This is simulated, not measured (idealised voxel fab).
process module | voxel local oxidation
cross-section cut | 240 nm wide | cells 5 nm
A cross-section is a grid of square cells, given in bands from the top down. A band is one or more rows of cells.
Each band's line starts with the height of the band's top and of its bottom, in nm. Then come its materials from left to right, each with its width in nm. One material with "throughout" fills the band from edge to edge. "air" is empty space.
Height 0 is the level under which the wafer as received is all one material. The lowest band goes on downwards, as in "0 down".
A width such as "30 to 40" changes by the same amount from each row of cells to the next, from the band's top row to its bottom row.
"no change" after a step means that no cell of the cross-section changed.
closed voids: empty space of 8 cells or more with no open way to the top, each as width x height at its distance from the left edge, in nm
after a step's settings: what the simulator itself notes on the step
overlay nm, on a step with a mask: how far to the right of its planned place the mask lay; to the left if negative
plan
1 op RECEIVE | material Si
2 op OXIDIZE | depth nm 5
3 op CONFORMAL_DEP | material SiN | thk nm 10
4 op DIRECTIONAL_DEP | material aC | thk nm 15
5 op PATTERN | tone cover | mask id ACTIVE | material resist | width nm 100 | thk nm 35 | overlay nm 0
6 op DIRECTIONAL_ETCH | etch materials aC | depth nm 15
7 op STRIP | etch materials resist
8 op DIRECTIONAL_ETCH | etch materials SiN | depth nm 10
9 op STRIP | etch materials aC
10 op SELECTIVE_ETCH | etch materials SiO2 | depth nm 5
11 op OXIDIZE | depth nm 15
12 op STRIP | etch materials SiN
first wafer, as planned
as received, after step 1
  0 down: Si throughout
  closed voids: none
after step 2
  0 to -5: SiO2 throughout
  below -5: unchanged
after step 3
  10 to 0: SiN throughout
  below 0: unchanged
after step 4
  25 to 10: aC throughout
  below 10: unchanged
after step 5
  60 to 25: air 70 | resist 100 | air 70
  below 25: unchanged
after step 6
  45 to 25: air 70 | resist 100 | air 70
  25 to 10: air 70 | aC 100 | air 70
  below 10: unchanged
after step 7
  25 to 10: air 70 | aC 100 | air 70
  below 10: unchanged
after step 8
  25 to 10: air 70 | aC 100 | air 70
  10 to 0: air 70 | SiN 100 | air 70
  below 0: unchanged
after step 9
  10 to 0: air 70 | SiN 100 | air 70
  below 0: unchanged
after step 10
  10 to 0: air 70 | SiN 100 | air 70
  0 to -5: air 75 | SiO2 90 | air 75
  below -5: unchanged
after step 11
  10 to 0: air 70 | SiN 100 | air 70
  0 to -5: air 75 | SiO2 90 | air 75
  -5 to -20: SiO2 90 | Si 60 | SiO2 90
  below -20: unchanged
after step 12
  0 to -5: air 75 | SiO2 90 | air 75
  below -5: unchanged
second wafer: like start, like plan, one mistake. Through step 10 it matches the first wafer
when step 11 should have ended
  0 to -5: air 75 | SiO2 90 | air 75
  below -5: unchanged
when step 12 should have ended
  0 to -5: air 75 | SiO2 90 | air 75
  -5 to -20: SiO2 90 | Si 60 | SiO2 90
  below -20: unchanged
what went wrong: steps 11 and 12 were swapped
at the end the two cross-sections are the same: no effect in what this model computes
